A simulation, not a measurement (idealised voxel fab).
Module name: voxel self aligned contacts (process module)
This is section cut - it's 250 nm across, gridded in 5 nm square cells.
Cross-section spec: square-cell grid; bands listed top down; each band is one or more rows.
Band: top and bottom heights (nm) first, top before bottom; then materials from left to right, widths in nm. "full width" marks a sole material filling the band edge to edge. "air" denotes empty space.
Measure heights from 0. That's the level where, below it, the as-received wafer is all one material. The lowest band is bottomless and extends downward; write it as in "0..down".
Top row gets the first number, bottom row gets the second, and each row in between changes by the same step: that is how a band width like "30 to 40" works.
When a step is marked "nothing different", none of the cells in the cross-section changed during that step.
Enclosed voids (no open way to top), threshold 8 cells or more, entry "Closed void listing", notation width x height at distance, distance from left edge, nm.
Read whatever lies past the settings on a step's line as the simulator's own remark about the step.
The optional step-line setting "overlay nm" applies to steps with a mask and quantifies how far to the right of its planned location the mask lay, a negative value indicating leftward placement.

# Steps planned for the process
1: op RECEIVE | material Si
2: op OXIDIZE | depth nm 5
3: op DIRECTIONAL_DEP | material polySi | thk nm 20
4: op DIRECTIONAL_DEP | material SiN | thk nm 20
5: op MASKED_ETCH | tone cover | mask id GATE | width nm 35 | pitch nm 60 | etch materials SiN | depth nm 20 | overlay nm 0
6: op MASKED_ETCH | tone cover | mask id GATE | width nm 35 | pitch nm 60 | etch materials polySi | depth nm 20 | overlay nm 0
7: op CONFORMAL_DEP | material SiN | thk nm 5
8: op DIRECTIONAL_ETCH | etch materials SiN | depth nm 5
9: op FILL_DEP | material SiO2 | thk nm 20
10: op CMP | height nm 50
11: op PATTERN | tone open | mask id CONTACT | material resist | width nm 45 | thk nm 15 | overlay nm 0
12: op DIRECTIONAL_ETCH | etch materials SiO2 | depth nm 55
13: op STRIP | etch materials resist
14: op CONFORMAL_DEP | material TiN | thk nm 5
15: op FILL_DEP | material Ru | thk nm 5
16: op CMP | height nm 50
17: op CONFORMAL_DEP | material SiN | thk nm 5

# First out of two wafers; run went to plan

# Incoming wafer, cross-sectional view, post step 1
* 0..down  Si full width
* Closed void listing: none

# The following cross-section depicts the wafer upon completion of step 2
* 0..-5  SiO2 full width
* Whatever lies below -5 is exactly as it was before.

# The following cross-section depicts the wafer upon completion of step 3
* 20..0  polySi full width
* Whatever lies below 0 is exactly as it was before.

# The following cross-section depicts the wafer upon completion of step 4
* 40..20  SiN full width
* Whatever lies below 20 is exactly as it was before.

# The following cross-section depicts the wafer upon completion of step 5
* 40..20  air=75 | SiN=35 | air=25 | SiN=35 | air=80
* Whatever lies below 20 is exactly as it was before.

# The following cross-section depicts the wafer upon completion of step 6
* 40..20  air=75 | SiN=35 | air=25 | SiN=35 | air=80
* 20..0  air=75 | polySi=35 | air=25 | polySi=35 | air=80
* Whatever lies below 0 is exactly as it was before.

# The following cross-section depicts the wafer upon completion of step 7
* 45..20  air=70 | SiN=45 | air=15 | SiN=45 | air=75
* 20..5  air=70 | SiN=5 | polySi=35 | SiN=5 | air=15 | SiN=5 | polySi=35 | SiN=5 | air=75
* 5..0  SiN=75 | polySi=35 | SiN=25 | polySi=35 | SiN=80
* Whatever lies below 0 is exactly as it was before.

# The following cross-section depicts the wafer upon completion of step 8
* 40..20  air=70 | SiN=45 | air=15 | SiN=45 | air=75
* 20..0  air=70 | SiN=5 | polySi=35 | SiN=5 | air=15 | SiN=5 | polySi=35 | SiN=5 | air=75
* Whatever lies below 0 is exactly as it was before.

# The following cross-section depicts the wafer upon completion of step 9
* 60..40  SiO2 full width
* 40..20  SiO2=70 | SiN=45 | SiO2=15 | SiN=45 | SiO2=75
* 20..0  SiO2=70 | SiN=5 | polySi=35 | SiN=5 | SiO2=15 | SiN=5 | polySi=35 | SiN=5 | SiO2=75
* Whatever lies below 0 is exactly as it was before.

# The following cross-section depicts the wafer upon completion of step 10
* 50..40  SiO2 full width
* Whatever lies below 40 is exactly as it was before.

# The following cross-section depicts the wafer upon completion of step 11
* 65..50  resist=100 | air=45 | resist=105
* Whatever lies below 50 is exactly as it was before.

# The following cross-section depicts the wafer upon completion of step 12
* 65..50  resist=100 | air=45 | resist=105
* 50..40  SiO2=100 | air=45 | SiO2=105
* 40..20  SiO2=70 | SiN=45 | air=15 | SiN=45 | SiO2=75
* 20..0  SiO2=70 | SiN=5 | polySi=35 | SiN=5 | air=15 | SiN=5 | polySi=35 | SiN=5 | SiO2=75
* 0..-5  SiO2=115 | air=15 | SiO2=120
* Whatever lies below -5 is exactly as it was before.

# The following cross-section depicts the wafer upon completion of step 13
* 50..40  SiO2=100 | air=45 | SiO2=105
* Whatever lies below 40 is exactly as it was before.

# The following cross-section depicts the wafer upon completion of step 14
* 55..50  TiN=105 | air=35 | TiN=110
* 50..40  SiO2=100 | TiN=5 to 20 | air=35 to 5 | TiN=5 to 20 | SiO2=105
* 40..20  SiO2=70 | SiN=45 | TiN=5 | air=5 | TiN=5 | SiN=45 | SiO2=75
* 20..0  SiO2=70 | SiN=5 | polySi=35 | SiN=5 | TiN=5 | air=5 | TiN=5 | SiN=5 | polySi=35 | SiN=5 | SiO2=75
* 0..-5  SiO2=115 | TiN=15 | SiO2=120
* Whatever lies below -5 is exactly as it was before.

# The following cross-section depicts the wafer upon completion of step 15
* 60..55  Ru full width
* 55..50  TiN=105 | Ru=35 | TiN=110
* 50..40  SiO2=100 | TiN=5 to 20 | Ru=35 to 5 | TiN=5 to 20 | SiO2=105
* 40..20  SiO2=70 | SiN=45 | TiN=5 | Ru=5 | TiN=5 | SiN=45 | SiO2=75
* 20..0  SiO2=70 | SiN=5 | polySi=35 | SiN=5 | TiN=5 | Ru=5 | TiN=5 | SiN=5 | polySi=35 | SiN=5 | SiO2=75
* Whatever lies below 0 is exactly as it was before.

# The following cross-section depicts the wafer upon completion of step 16
* 50..40  SiO2=100 | TiN=5 to 20 | Ru=35 to 5 | TiN=5 to 20 | SiO2=105
* Whatever lies below 40 is exactly as it was before.

# The following cross-section depicts the wafer upon completion of step 17
* 55..50  SiN full width
* Whatever lies below 50 is exactly as it was before.

# Second Wafer (Identical Start and Plan, One Processing Error; Matches First Wafer Through Step 5)

# Second wafer at the planned finish of step 6, seen in cross-section
* 40..20  air=75 | SiN=35 | air=25 | SiN=35 | air=80
* 20..0  air=75 | polySi=45 | air=15 | polySi=45 | air=70
* Whatever lies below 0 is exactly as it was before.

# Second wafer at the planned finish of step 7, seen in cross-section
* 45..25  air=70 | SiN=45 | air=15 | SiN=45 | air=75
* 25..20  air=70 | SiN=55 | air=5 | SiN=55 | air=65
* 20..5  air=70 | SiN=5 | polySi=45 | SiN=5 | air=5 | SiN=5 | polySi=45 | SiN=5 | air=65
* 5..0  SiN=75 | polySi=45 | SiN=15 | polySi=45 | SiN=70
* Whatever lies below 0 is exactly as it was before.

# Second wafer at the planned finish of step 8, seen in cross-section
* 40..20  air=70 | SiN=45 | air=15 | SiN=45 | air=75
* 20..0  air=70 | SiN=5 | polySi=45 | SiN=5 | air=5 | SiN=5 | polySi=45 | SiN=5 | air=65
* Whatever lies below 0 is exactly as it was before.

# Second wafer at the planned finish of step 9, seen in cross-section
* 60..40  SiO2 full width
* 40..20  SiO2=70 | SiN=45 | SiO2=15 | SiN=45 | SiO2=75
* 20..0  SiO2=70 | SiN=5 | polySi=45 | SiN=5 | SiO2=5 | SiN=5 | polySi=45 | SiN=5 | SiO2=65
* Whatever lies below 0 is exactly as it was before.

# Second wafer at the planned finish of step 10, seen in cross-section
* 50..40  SiO2 full width
* Whatever lies below 40 is exactly as it was before.

# Second wafer at the planned finish of step 11, seen in cross-section
* 65..50  resist=100 | air=45 | resist=105
* Whatever lies below 50 is exactly as it was before.

# Second wafer at the planned finish of step 12, seen in cross-section
* 65..50  resist=100 | air=45 | resist=105
* 50..40  SiO2=100 | air=45 | SiO2=105
* 40..20  SiO2=70 | SiN=45 | air=15 | SiN=45 | SiO2=75
* 20..0  SiO2=70 | SiN=5 | polySi=45 | SiN=5 | air=5 | SiN=5 | polySi=45 | SiN=5 | SiO2=65
* 0..-5  SiO2=125 | air=5 | SiO2=120
* Whatever lies below -5 is exactly as it was before.

# Second wafer at the planned finish of step 13, seen in cross-section
* 50..40  SiO2=100 | air=45 | SiO2=105
* Whatever lies below 40 is exactly as it was before.

# Second wafer at the planned finish of step 14, seen in cross-section
* 55..50  TiN=105 | air=35 | TiN=110
* 50..40  SiO2=100 | TiN=5 to 20 | air=35 to 5 | TiN=5 to 20 | SiO2=105
* 40..25  SiO2=70 | SiN=45 | TiN=5 | air=5 | TiN=5 | SiN=45 | SiO2=75
* 25..20  SiO2=70 | SiN=45 | TiN=15 | SiN=45 | SiO2=75
* 20..0  SiO2=70 | SiN=5 | polySi=45 | SiN=5 | TiN=5 | SiN=5 | polySi=45 | SiN=5 | SiO2=65
* 0..-5  SiO2=125 | TiN=5 | SiO2=120
* Whatever lies below -5 is exactly as it was before.

# Second wafer at the planned finish of step 15, seen in cross-section
* 60..55  Ru full width
* 55..50  TiN=105 | Ru=35 | TiN=110
* 50..40  SiO2=100 | TiN=5 to 20 | Ru=35 to 5 | TiN=5 to 20 | SiO2=105
* 40..25  SiO2=70 | SiN=45 | TiN=5 | Ru=5 | TiN=5 | SiN=45 | SiO2=75
* Whatever lies below 25 is exactly as it was before.

# Second wafer at the planned finish of step 16, seen in cross-section
* 50..40  SiO2=100 | TiN=5 to 20 | Ru=35 to 5 | TiN=5 to 20 | SiO2=105
* Whatever lies below 40 is exactly as it was before.

# Second wafer at the planned finish of step 17, seen in cross-section
* 55..50  SiN full width
* Whatever lies below 50 is exactly as it was before.
Heads up, the wafer didn't run the way we planned it: rather than as planned, step 6 actually ran as op MASKED_ETCH | tone cover | mask id GATE | width nm 35 | pitch nm 60 | etch materials polySi | depth nm 20 | overlay nm 10
Bottom line after processing is that, in cells, the second wafer is up or down on some materials versus the first: 5 fewer of Ru; 6 fewer of SiO2; 5 fewer of TiN; 16 more of polySi
